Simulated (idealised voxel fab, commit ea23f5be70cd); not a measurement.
process module | voxel ribs on slabs
cross-section cut | 250 nm wide | cells 5 nm
A cross-section is a grid of square cells, given in bands from the top down. A band is one or more rows of cells.
Each band's line starts with the height of the band's top and of its bottom, in nm. Then come its materials from left to right, each with its width in nm. One material with "throughout" fills the band from edge to edge. "air" is empty space.
Height 0 is the level under which the wafer as received is all one material. The lowest band goes on downwards, as in "0 down".
A width such as "30 to 40" changes by the same amount from each row of cells to the next, from the band's top row to its bottom row.
"no change" after a step means that no cell of the cross-section changed.
closed voids: empty space of 8 cells or more with no open way to the top, each as width x height at its distance from the left edge, in nm
after a step's settings: what the simulator itself notes on the step
overlay nm, on a step with a mask: how far to the right of its planned place the mask lay; to the left if negative
plan
1 op RECEIVE | material Si
2 op DIRECTIONAL_DEP | material SiO2 | thk nm 20
3 op DIRECTIONAL_DEP | material polySi | thk nm 15
4 op DIRECTIONAL_DEP | material aC | thk nm 15
5 op PATTERN | tone cover | mask id RIB | material resist | width nm 25 | thk nm 35 | overlay nm 0
6 op DIRECTIONAL_ETCH | etch materials aC | depth nm 15
7 op STRIP | etch materials resist
8 op DIRECTIONAL_ETCH | etch materials polySi | depth nm 10
9 op STRIP | etch materials aC
10 op PATTERN | tone cover | mask id SLAB | material resist | width nm 75 | thk nm 20 | overlay nm 0
11 op DIRECTIONAL_ETCH | etch materials polySi | depth nm 5
12 op STRIP | etch materials resist
13 op FILL_DEP | material SiO2 | thk nm 15
14 op CMP | height nm 45
15 op DIRECTIONAL_DEP | material W | thk nm 10
16 op MASKED_ETCH | tone cover | mask id HEATER | width nm 35 | etch materials W | depth nm 10 | overlay nm 0
17 op CONFORMAL_DEP | material SiN | thk nm 5
as received, after step 1
  0 down: Si throughout
  closed voids: none
first wafer at the end, as planned
  60 to 55: air 100 | SiN 45 | air 105
  55 to 50: air 100 | SiN 5 | W 35 | SiN 5 | air 105
  50 to 45: SiN 105 | W 35 | SiN 110
  45 to 35: SiO2 throughout
  35 to 25: SiO2 110 | polySi 25 | SiO2 115
  25 to 20: SiO2 85 | polySi 75 | SiO2 90
  20 to 0: SiO2 throughout
  0 down: Si throughout
  closed voids: none
second wafer at the end: like start, like plan, one mistake
  60 to 55: air 100 | SiN 45 | air 105
  55 to 50: air 100 | SiN 5 | W 35 | SiN 5 | air 105
  50 to 45: SiN 105 | W 35 | SiN 110
  45 to 35: aC throughout
  35 to 25: aC 110 | polySi 25 | aC 115
  25 to 20: aC 85 | polySi 75 | aC 90
  20 to 0: SiO2 throughout
  0 down: Si throughout
  closed voids: none
what went wrong: step 13 ran as: op FILL_DEP | material aC | thk nm 15
at the end the second wafer has, in cells: 225 fewer of SiO2 | 225 more of aC
